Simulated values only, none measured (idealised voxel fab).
This section sets out a process module, namely voxel capacitor over wiring.
Cross-section cut spans 295 nm and uses square cells 5 nm in size.
Bands, listed from the top down, are how a cross-section gets written in this document; the cross-section itself is a grid of square cells, and a band is one or more rows of them. Basically the band line says how high the top is and how high the bottom is, in nm, and then what's in it from left to right, every material with its width in nm. Empty space shows up as "blank", and if a single material carries "full width" it runs the full band edge to edge. Counting heights begins at 0, where everything beneath is, in the wafer as received, one material. The lowest band has no bottom; it goes on downwards, as "z 0 and below" shows. Read "30..40" as a graded width: first number on top, second number at the bottom, same change between each pair of neighbouring rows. "nothing was modified" means the step left every cell of the cross-section as it was. "Closed cavities" specifies each empty space that is not open to the top and that occupies no fewer than 8 cells, using the form width x height at distance, the distance measured from the left edge and all three quantities in nm. Note: text after step settings on the step line = simulator remark on that step. overlay nm: step with mask; distance mask lay right of planned place; negative value = left of planned place.
THESE ARE THE STEPS WE PLANNED FOR THE PROCESS
| 1 | RECEIVE, material Si |
| 2 | CONFORMAL_DEP, material SiO2, thk nm 10 |
| 3 | DIRECTIONAL_DEP, material TiN, thk nm 5 |
| 4 | DIRECTIONAL_DEP, material Ru, thk nm 20 |
| 5 | PATTERN, tone cover, mask id METAL_1, material resist, width nm 20, pitch nm 80, thk nm 15, overlay nm 0 |
| 6 | DIRECTIONAL_ETCH, etch materials Ru, depth nm 20 |
| 7 | DIRECTIONAL_ETCH, etch materials TiN, depth nm 5 |
| 8 | STRIP, etch materials resist |
| 9 | CONFORMAL_DEP, material SiN, thk nm 5 |
| 10 | FILL_DEP, material SiO2, thk nm 10 |
| 11 | CMP, height nm 35 |
| 12 | CONFORMAL_DEP, material SiCN, thk nm 5 |
| 13 | DIRECTIONAL_DEP, material SiO2, thk nm 20 |
| 14 | MASKED_ETCH, tone open, mask id PLUG_1, width nm 15, etch materials SiO2, depth nm 20, overlay nm 0 |
| 15 | MASKED_ETCH, tone open, mask id PLUG_1, width nm 15, etch materials SiCN, depth nm 5, overlay nm 0 |
| 16 | CONFORMAL_DEP, material TiN, thk nm 5 |
| 17 | FILL_DEP, material W, thk nm 10 |
| 18 | CMP, height nm 60 |
| 19 | DIRECTIONAL_DEP, material TiN, thk nm 5 |
| 20 | DIRECTIONAL_DEP, material Al2O3, thk nm 5 |
| 21 | DIRECTIONAL_DEP, material TiN, thk nm 5 |
| 22 | MASKED_ETCH, tone cover, mask id UPPER_PLATE, width nm 65, etch materials TiN, depth nm 5, overlay nm 0 |
| 23 | MASKED_ETCH, tone cover, mask id UPPER_PLATE, width nm 65, etch materials Al2O3, depth nm 5, overlay nm 0 |
| 24 | PATTERN, tone cover, mask id LOWER_PLATE, material resist, width nm 75, thk nm 20, overlay nm 0 |
| 25 | DIRECTIONAL_ETCH, etch materials TiN, depth nm 5 |
| 26 | STRIP, etch materials resist |
| 27 | FILL_DEP, material SiO2, thk nm 20 |
| 28 | CMP, height nm 90 |
| 29 | PATTERN, tone open, mask id PLUG_2, material resist, width nm 15, thk nm 20, overlay nm 0 |
| 30 | DIRECTIONAL_ETCH, etch materials SiO2, depth nm 15 |
| 31 | STRIP, etch materials resist |
| 32 | CONFORMAL_DEP, material TiN, thk nm 5 |
| 33 | FILL_DEP, material Ru, thk nm 10 |
| 34 | CMP, height nm 90 |
| 35 | CONFORMAL_DEP, material SiCN, thk nm 5 |
WAFER, FIRST OF TWO, RUN AS PLANNED
AS RECEIVED (POST STEP 1): CROSS-SECTION
	z 0 and below = Si full width
	Closed cavities: none
PRESENTED HERE IS A CROSS-SECTION OF THE WAFER AFTER STEP 2 HAS BEEN PERFORMED
	z 10 to 0 = SiO2 full width
	For the remainder of the cross-section, below 0, there is no change.
PRESENTED HERE IS A CROSS-SECTION OF THE WAFER AFTER STEP 3 HAS BEEN PERFORMED
	z 15 to 10 = TiN full width
	For the remainder of the cross-section, below 10, there is no change.
PRESENTED HERE IS A CROSS-SECTION OF THE WAFER AFTER STEP 4 HAS BEEN PERFORMED
	z 35 to 15 = Ru full width
	For the remainder of the cross-section, below 15, there is no change.
PRESENTED HERE IS A CROSS-SECTION OF THE WAFER AFTER STEP 5 HAS BEEN PERFORMED
	z 50 to 35 = blank 95 / resist 20 / blank 60 / resist 20 / blank 100
	For the remainder of the cross-section, below 35, there is no change.
PRESENTED HERE IS A CROSS-SECTION OF THE WAFER AFTER STEP 6 HAS BEEN PERFORMED
	z 50 to 35 = blank 95 / resist 20 / blank 60 / resist 20 / blank 100
	z 35 to 15 = blank 95 / Ru 20 / blank 60 / Ru 20 / blank 100
	For the remainder of the cross-section, below 15, there is no change.
PRESENTED HERE IS A CROSS-SECTION OF THE WAFER AFTER STEP 7 HAS BEEN PERFORMED
	z 50 to 35 = blank 95 / resist 20 / blank 60 / resist 20 / blank 100
	z 35 to 15 = blank 95 / Ru 20 / blank 60 / Ru 20 / blank 100
	z 15 to 10 = blank 95 / TiN 20 / blank 60 / TiN 20 / blank 100
	For the remainder of the cross-section, below 10, there is no change.
PRESENTED HERE IS A CROSS-SECTION OF THE WAFER AFTER STEP 8 HAS BEEN PERFORMED
	z 35 to 15 = blank 95 / Ru 20 / blank 60 / Ru 20 / blank 100
	For the remainder of the cross-section, below 15, there is no change.
PRESENTED HERE IS A CROSS-SECTION OF THE WAFER AFTER STEP 9 HAS BEEN PERFORMED
	z 40 to 35 = blank 90 / SiN 30 / blank 50 / SiN 30 / blank 95
	z 35 to 15 = blank 90 / SiN 5 / Ru 20 / SiN 5 / blank 50 / SiN 5 / Ru 20 / SiN 5 / blank 95
	z 15 to 10 = SiN 95 / TiN 20 / SiN 60 / TiN 20 / SiN 100
	For the remainder of the cross-section, below 10, there is no change.
PRESENTED HERE IS A CROSS-SECTION OF THE WAFER AFTER STEP 10 HAS BEEN PERFORMED
	z 50 to 40 = SiO2 full width
	z 40 to 35 = SiO2 90 / SiN 30 / SiO2 50 / SiN 30 / SiO2 95
	z 35 to 15 = SiO2 90 / SiN 5 / Ru 20 / SiN 5 / SiO2 50 / SiN 5 / Ru 20 / SiN 5 / SiO2 95
	For the remainder of the cross-section, below 15, there is no change.
PRESENTED HERE IS A CROSS-SECTION OF THE WAFER AFTER STEP 11 HAS BEEN PERFORMED
	z 35 to 15 = SiO2 90 / SiN 5 / Ru 20 / SiN 5 / SiO2 50 / SiN 5 / Ru 20 / SiN 5 / SiO2 95
	For the remainder of the cross-section, below 15, there is no change.
PRESENTED HERE IS A CROSS-SECTION OF THE WAFER AFTER STEP 12 HAS BEEN PERFORMED
	z 40 to 35 = SiCN full width
	For the remainder of the cross-section, below 35, there is no change.
PRESENTED HERE IS A CROSS-SECTION OF THE WAFER AFTER STEP 13 HAS BEEN PERFORMED
	z 60 to 40 = SiO2 full width
	For the remainder of the cross-section, below 40, there is no change.
PRESENTED HERE IS A CROSS-SECTION OF THE WAFER AFTER STEP 14 HAS BEEN PERFORMED
	z 60 to 40 = SiO2 100 / blank 15 / SiO2 180
	For the remainder of the cross-section, below 40, there is no change.
PRESENTED HERE IS A CROSS-SECTION OF THE WAFER AFTER STEP 15 HAS BEEN PERFORMED
	z 60 to 40 = SiO2 100 / blank 15 / SiO2 180
	z 40 to 35 = SiCN 100 / blank 15 / SiCN 180
	For the remainder of the cross-section, below 35, there is no change.
PRESENTED HERE IS A CROSS-SECTION OF THE WAFER AFTER STEP 16 HAS BEEN PERFORMED
	z 65 to 60 = TiN 105 / blank 5 / TiN 185
	z 60 to 40 = SiO2 100 / TiN 5 / blank 5 / TiN 5 / SiO2 180
	z 40 to 35 = SiCN 100 / TiN 15 / SiCN 180
	For the remainder of the cross-section, below 35, there is no change.
PRESENTED HERE IS A CROSS-SECTION OF THE WAFER AFTER STEP 17 HAS BEEN PERFORMED
	z 75 to 65 = W full width
	z 65 to 60 = TiN 105 / W 5 / TiN 185
	z 60 to 40 = SiO2 100 / TiN 5 / W 5 / TiN 5 / SiO2 180
	For the remainder of the cross-section, below 40, there is no change.
PRESENTED HERE IS A CROSS-SECTION OF THE WAFER AFTER STEP 18 HAS BEEN PERFORMED
	z 60 to 40 = SiO2 100 / TiN 5 / W 5 / TiN 5 / SiO2 180
	For the remainder of the cross-section, below 40, there is no change.
PRESENTED HERE IS A CROSS-SECTION OF THE WAFER AFTER STEP 19 HAS BEEN PERFORMED
	z 65 to 60 = TiN full width
	For the remainder of the cross-section, below 60, there is no change.
PRESENTED HERE IS A CROSS-SECTION OF THE WAFER AFTER STEP 20 HAS BEEN PERFORMED
	z 70 to 65 = Al2O3 full width
	For the remainder of the cross-section, below 65, there is no change.
PRESENTED HERE IS A CROSS-SECTION OF THE WAFER AFTER STEP 21 HAS BEEN PERFORMED
	z 75 to 70 = TiN full width
	For the remainder of the cross-section, below 70, there is no change.
PRESENTED HERE IS A CROSS-SECTION OF THE WAFER AFTER STEP 22 HAS BEEN PERFORMED
	z 75 to 70 = blank 100 / TiN 65 / blank 130
	For the remainder of the cross-section, below 70, there is no change.
PRESENTED HERE IS A CROSS-SECTION OF THE WAFER AFTER STEP 23 HAS BEEN PERFORMED
	z 75 to 70 = blank 100 / TiN 65 / blank 130
	z 70 to 65 = blank 100 / Al2O3 65 / blank 130
	For the remainder of the cross-section, below 65, there is no change.
PRESENTED HERE IS A CROSS-SECTION OF THE WAFER AFTER STEP 24 HAS BEEN PERFORMED
	z 95 to 75 = blank 95 / resist 75 / blank 125
	z 75 to 70 = blank 95 / resist 5 / TiN 65 / resist 5 / blank 125
	z 70 to 65 = blank 95 / resist 5 / Al2O3 65 / resist 5 / blank 125
	For the remainder of the cross-section, below 65, there is no change.
PRESENTED HERE IS A CROSS-SECTION OF THE WAFER AFTER STEP 25 HAS BEEN PERFORMED
	z 95 to 75 = blank 95 / resist 75 / blank 125
	z 75 to 70 = blank 95 / resist 5 / TiN 65 / resist 5 / blank 125
	z 70 to 65 = blank 95 / resist 5 / Al2O3 65 / resist 5 / blank 125
	z 65 to 60 = blank 95 / TiN 75 / blank 125
	For the remainder of the cross-section, below 60, there is no change.
PRESENTED HERE IS A CROSS-SECTION OF THE WAFER AFTER STEP 26 HAS BEEN PERFORMED
	z 75 to 70 = blank 100 / TiN 65 / blank 130
	z 70 to 65 = blank 100 / Al2O3 65 / blank 130
	For the remainder of the cross-section, below 65, there is no change.
PRESENTED HERE IS A CROSS-SECTION OF THE WAFER AFTER STEP 27 HAS BEEN PERFORMED
	z 95 to 75 = SiO2 full width
	z 75 to 70 = SiO2 100 / TiN 65 / SiO2 130
	z 70 to 65 = SiO2 100 / Al2O3 65 / SiO2 130
	z 65 to 60 = SiO2 95 / TiN 75 / SiO2 125
	For the remainder of the cross-section, below 60, there is no change.
PRESENTED HERE IS A CROSS-SECTION OF THE WAFER AFTER STEP 28 HAS BEEN PERFORMED
	z 90 to 75 = SiO2 full width
	For the remainder of the cross-section, below 75, there is no change.
PRESENTED HERE IS A CROSS-SECTION OF THE WAFER AFTER STEP 29 HAS BEEN PERFORMED
	z 110 to 90 = resist 110 / blank 15 / resist 170
	For the remainder of the cross-section, below 90, there is no change.
PRESENTED HERE IS A CROSS-SECTION OF THE WAFER AFTER STEP 30 HAS BEEN PERFORMED
	z 110 to 90 = resist 110 / blank 15 / resist 170
	z 90 to 75 = SiO2 110 / blank 15 / SiO2 170
	For the remainder of the cross-section, below 75, there is no change.
PRESENTED HERE IS A CROSS-SECTION OF THE WAFER AFTER STEP 31 HAS BEEN PERFORMED
	z 90 to 75 = SiO2 110 / blank 15 / SiO2 170
	For the remainder of the cross-section, below 75, there is no change.
PRESENTED HERE IS A CROSS-SECTION OF THE WAFER AFTER STEP 32 HAS BEEN PERFORMED
	z 95 to 90 = TiN 115 / blank 5 / TiN 175
	z 90 to 80 = SiO2 110 / TiN 5 / blank 5 / TiN 5 / SiO2 170
	z 80 to 70 = SiO2 110..100 / TiN 15..65 / SiO2 170..130
	For the remainder of the cross-section, below 70, there is no change.
PRESENTED HERE IS A CROSS-SECTION OF THE WAFER AFTER STEP 33 HAS BEEN PERFORMED
	z 105 to 95 = Ru full width
	z 95 to 90 = TiN 115 / Ru 5 / TiN 175
	z 90 to 80 = SiO2 110 / TiN 5 / Ru 5 / TiN 5 / SiO2 170
	For the remainder of the cross-section, below 80, there is no change.
PRESENTED HERE IS A CROSS-SECTION OF THE WAFER AFTER STEP 34 HAS BEEN PERFORMED
	z 90 to 80 = SiO2 110 / TiN 5 / Ru 5 / TiN 5 / SiO2 170
	For the remainder of the cross-section, below 80, there is no change.
PRESENTED HERE IS A CROSS-SECTION OF THE WAFER AFTER STEP 35 HAS BEEN PERFORMED
	z 95 to 90 = SiCN full width
	For the remainder of the cross-section, below 90, there is no change.
WAFER TWO OF TWO - SAME STARTING POINT, SAME PROCESS PLAN, ONE MISTAKE IN EXECUTION; MATCHES WAFER ONE UP TO AND INCLUDING STEP 4
AT THE PLANNED END OF STEP 5, THE SECOND WAFER IN CROSS-SECTION
	z 50 to 35 = blank 95 / resist 25 / blank 55 / resist 25 / blank 95
	For the remainder of the cross-section, below 35, there is no change.
AT THE PLANNED END OF STEP 6, THE SECOND WAFER IN CROSS-SECTION
	z 50 to 35 = blank 95 / resist 25 / blank 55 / resist 25 / blank 95
	z 35 to 15 = blank 95 / Ru 25 / blank 55 / Ru 25 / blank 95
	For the remainder of the cross-section, below 15, there is no change.
AT THE PLANNED END OF STEP 7, THE SECOND WAFER IN CROSS-SECTION
	z 50 to 35 = blank 95 / resist 25 / blank 55 / resist 25 / blank 95
	z 35 to 15 = blank 95 / Ru 25 / blank 55 / Ru 25 / blank 95
	z 15 to 10 = blank 95 / TiN 25 / blank 55 / TiN 25 / blank 95
	For the remainder of the cross-section, below 10, there is no change.
AT THE PLANNED END OF STEP 8, THE SECOND WAFER IN CROSS-SECTION
	z 35 to 15 = blank 95 / Ru 25 / blank 55 / Ru 25 / blank 95
	For the remainder of the cross-section, below 15, there is no change.
AT THE PLANNED END OF STEP 9, THE SECOND WAFER IN CROSS-SECTION
	z 40 to 35 = blank 90 / SiN 35 / blank 45 / SiN 35 / blank 90
	z 35 to 15 = blank 90 / SiN 5 / Ru 25 / SiN 5 / blank 45 / SiN 5 / Ru 25 / SiN 5 / blank 90
	z 15 to 10 = SiN 95 / TiN 25 / SiN 55 / TiN 25 / SiN 95
	For the remainder of the cross-section, below 10, there is no change.
AT THE PLANNED END OF STEP 10, THE SECOND WAFER IN CROSS-SECTION
	z 50 to 40 = SiO2 full width
	z 40 to 35 = SiO2 90 / SiN 35 / SiO2 45 / SiN 35 / SiO2 90
	z 35 to 15 = SiO2 90 / SiN 5 / Ru 25 / SiN 5 / SiO2 45 / SiN 5 / Ru 25 / SiN 5 / SiO2 90
	For the remainder of the cross-section, below 15, there is no change.
AT THE PLANNED END OF STEP 11, THE SECOND WAFER IN CROSS-SECTION
	z 35 to 15 = SiO2 90 / SiN 5 / Ru 25 / SiN 5 / SiO2 45 / SiN 5 / Ru 25 / SiN 5 / SiO2 90
	For the remainder of the cross-section, below 15, there is no change.
AT THE PLANNED END OF STEP 12, THE SECOND WAFER IN CROSS-SECTION
	z 40 to 35 = SiCN full width
	For the remainder of the cross-section, below 35, there is no change.
AT THE PLANNED END OF STEP 13, THE SECOND WAFER IN CROSS-SECTION
	z 60 to 40 = SiO2 full width
	For the remainder of the cross-section, below 40, there is no change.
AT THE PLANNED END OF STEP 14, THE SECOND WAFER IN CROSS-SECTION
	z 60 to 40 = SiO2 100 / blank 15 / SiO2 180
	For the remainder of the cross-section, below 40, there is no change.
AT THE PLANNED END OF STEP 15, THE SECOND WAFER IN CROSS-SECTION
	z 60 to 40 = SiO2 100 / blank 15 / SiO2 180
	z 40 to 35 = SiCN 100 / blank 15 / SiCN 180
	For the remainder of the cross-section, below 35, there is no change.
AT THE PLANNED END OF STEP 16, THE SECOND WAFER IN CROSS-SECTION
	z 65 to 60 = TiN 105 / blank 5 / TiN 185
	z 60 to 40 = SiO2 100 / TiN 5 / blank 5 / TiN 5 / SiO2 180
	z 40 to 35 = SiCN 100 / TiN 15 / SiCN 180
	For the remainder of the cross-section, below 35, there is no change.
AT THE PLANNED END OF STEP 17, THE SECOND WAFER IN CROSS-SECTION
	z 75 to 65 = W full width
	z 65 to 60 = TiN 105 / W 5 / TiN 185
	z 60 to 40 = SiO2 100 / TiN 5 / W 5 / TiN 5 / SiO2 180
	For the remainder of the cross-section, below 40, there is no change.
AT THE PLANNED END OF STEP 18, THE SECOND WAFER IN CROSS-SECTION
	z 60 to 40 = SiO2 100 / TiN 5 / W 5 / TiN 5 / SiO2 180
	For the remainder of the cross-section, below 40, there is no change.
AT THE PLANNED END OF STEP 19, THE SECOND WAFER IN CROSS-SECTION
	z 65 to 60 = TiN full width
	For the remainder of the cross-section, below 60, there is no change.
AT THE PLANNED END OF STEP 20, THE SECOND WAFER IN CROSS-SECTION
	z 70 to 65 = Al2O3 full width
	For the remainder of the cross-section, below 65, there is no change.
AT THE PLANNED END OF STEP 21, THE SECOND WAFER IN CROSS-SECTION
	z 75 to 70 = TiN full width
	For the remainder of the cross-section, below 70, there is no change.
AT THE PLANNED END OF STEP 22, THE SECOND WAFER IN CROSS-SECTION
	z 75 to 70 = blank 100 / TiN 65 / blank 130
	For the remainder of the cross-section, below 70, there is no change.
AT THE PLANNED END OF STEP 23, THE SECOND WAFER IN CROSS-SECTION
	z 75 to 70 = blank 100 / TiN 65 / blank 130
	z 70 to 65 = blank 100 / Al2O3 65 / blank 130
	For the remainder of the cross-section, below 65, there is no change.
AT THE PLANNED END OF STEP 24, THE SECOND WAFER IN CROSS-SECTION
	z 95 to 75 = blank 95 / resist 75 / blank 125
	z 75 to 70 = blank 95 / resist 5 / TiN 65 / resist 5 / blank 125
	z 70 to 65 = blank 95 / resist 5 / Al2O3 65 / resist 5 / blank 125
	For the remainder of the cross-section, below 65, there is no change.
AT THE PLANNED END OF STEP 25, THE SECOND WAFER IN CROSS-SECTION
	z 95 to 75 = blank 95 / resist 75 / blank 125
	z 75 to 70 = blank 95 / resist 5 / TiN 65 / resist 5 / blank 125
	z 70 to 65 = blank 95 / resist 5 / Al2O3 65 / resist 5 / blank 125
	z 65 to 60 = blank 95 / TiN 75 / blank 125
	For the remainder of the cross-section, below 60, there is no change.
AT THE PLANNED END OF STEP 26, THE SECOND WAFER IN CROSS-SECTION
	z 75 to 70 = blank 100 / TiN 65 / blank 130
	z 70 to 65 = blank 100 / Al2O3 65 / blank 130
	For the remainder of the cross-section, below 65, there is no change.
AT THE PLANNED END OF STEP 27, THE SECOND WAFER IN CROSS-SECTION
	z 95 to 75 = SiO2 full width
	z 75 to 70 = SiO2 100 / TiN 65 / SiO2 130
	z 70 to 65 = SiO2 100 / Al2O3 65 / SiO2 130
	z 65 to 60 = SiO2 95 / TiN 75 / SiO2 125
	For the remainder of the cross-section, below 60, there is no change.
AT THE PLANNED END OF STEP 28, THE SECOND WAFER IN CROSS-SECTION
	z 90 to 75 = SiO2 full width
	For the remainder of the cross-section, below 75, there is no change.
AT THE PLANNED END OF STEP 29, THE SECOND WAFER IN CROSS-SECTION
	z 110 to 90 = resist 110 / blank 15 / resist 170
	For the remainder of the cross-section, below 90, there is no change.
AT THE PLANNED END OF STEP 30, THE SECOND WAFER IN CROSS-SECTION
	z 110 to 90 = resist 110 / blank 15 / resist 170
	z 90 to 75 = SiO2 110 / blank 15 / SiO2 170
	For the remainder of the cross-section, below 75, there is no change.
AT THE PLANNED END OF STEP 31, THE SECOND WAFER IN CROSS-SECTION
	z 90 to 75 = SiO2 110 / blank 15 / SiO2 170
	For the remainder of the cross-section, below 75, there is no change.
AT THE PLANNED END OF STEP 32, THE SECOND WAFER IN CROSS-SECTION
	z 95 to 90 = TiN 115 / blank 5 / TiN 175
	z 90 to 80 = SiO2 110 / TiN 5 / blank 5 / TiN 5 / SiO2 170
	z 80 to 70 = SiO2 110..100 / TiN 15..65 / SiO2 170..130
	For the remainder of the cross-section, below 70, there is no change.
AT THE PLANNED END OF STEP 33, THE SECOND WAFER IN CROSS-SECTION
	z 105 to 95 = Ru full width
	z 95 to 90 = TiN 115 / Ru 5 / TiN 175
	z 90 to 80 = SiO2 110 / TiN 5 / Ru 5 / TiN 5 / SiO2 170
	For the remainder of the cross-section, below 80, there is no change.
AT THE PLANNED END OF STEP 34, THE SECOND WAFER IN CROSS-SECTION
	z 90 to 80 = SiO2 110 / TiN 5 / Ru 5 / TiN 5 / SiO2 170
	For the remainder of the cross-section, below 80, there is no change.
AT THE PLANNED END OF STEP 35, THE SECOND WAFER IN CROSS-SECTION
	z 95 to 90 = SiCN full width
	For the remainder of the cross-section, below 90, there is no change.
Where did the run depart from the plan? contrary to plan, step 5 was performed as PATTERN, tone cover, mask id METAL_1, material resist, width nm 25, pitch nm 80, thk nm 15, overlay nm 0
Wrapping up, a cell-based count of both wafers puts the second over or under the first for these materials: Ru: 8 more, SiN: 2 fewer, SiO2: 8 fewer, TiN: 2 more
